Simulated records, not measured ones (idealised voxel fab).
The document below concerns the process module designated voxel plated lines.
Cross-section cut: width 265 nm, square cells of 5 nm.
The cross-sections in this document take the form of a grid made of square cells. They are written out as bands, in order from top to bottom. Each band consists of one or more rows of cells.
The entry gives the band's vertical extent as a top height and a bottom height in nm, then its horizontal make-up as materials from left to right, each with a width in nm. "air" stands for empty space; a single material marked "full width" fills the band edge to edge.
Note: height 0 marks the level under which the wafer is uniformly one material as received. Lowest band unbounded below, written "from 0 down".
You'd read "30..40" like this: the band's top row of cells is as wide as the first number, its bottom row is as wide as the second, and going down, every row changes width by the same amount as the row before did.
Take "remained unchanged" at face value: in the step it is given for, the cross-section changed in none of its cells.
Basically, "Closed void catalog" tells you about the enclosed voids: empty spaces with no open way to the top, 8 cells or bigger, each written width x height at distance, where distance is from the left edge, all in nm.
Post-settings text on a step line: simulator's own remark regarding the step.
A step line may carry the setting "overlay nm", which, for steps involving a mask, states the distance by which the mask lay to the right of its intended position; negative values denote displacement to the left.
## Intended process steps
| 1 | op RECEIVE | material Si |
| 2 | op CONFORMAL_DEP | material SiO2 | thk nm 5 |
| 3 | op DIRECTIONAL_DEP | material TiN | thk nm 5 |
| 4 | op PATTERN | tone open | mask id LINES | material resist | width nm 25 | pitch nm 55 | thk nm 20 | overlay nm 0 |
| 5 | op EPI | material Ru | thk nm 10 |
| 6 | op STRIP | etch materials resist |
| 7 | op DIRECTIONAL_ETCH | etch materials TiN | depth nm 5 |
| 8 | op CONFORMAL_DEP | material SiCN | thk nm 5 |
## This is the cross-section of the wafer as we received it, i.e. after step 1
from 0 down: Si full width
Closed void catalog: none
## Starting structure and process plan are as shown above, but one mistake was made in running the module; the wafer cross-section at the end of the module follows
from 15 to 10: SiCN full width
from 10 to 5: SiO2 full width
from 5 to 0: TiN full width
from 0 down: Si full width
Closed void catalog: none
Which mistake was made when the wafer was run? transposition of steps 2 and 3 relative to the planned sequence
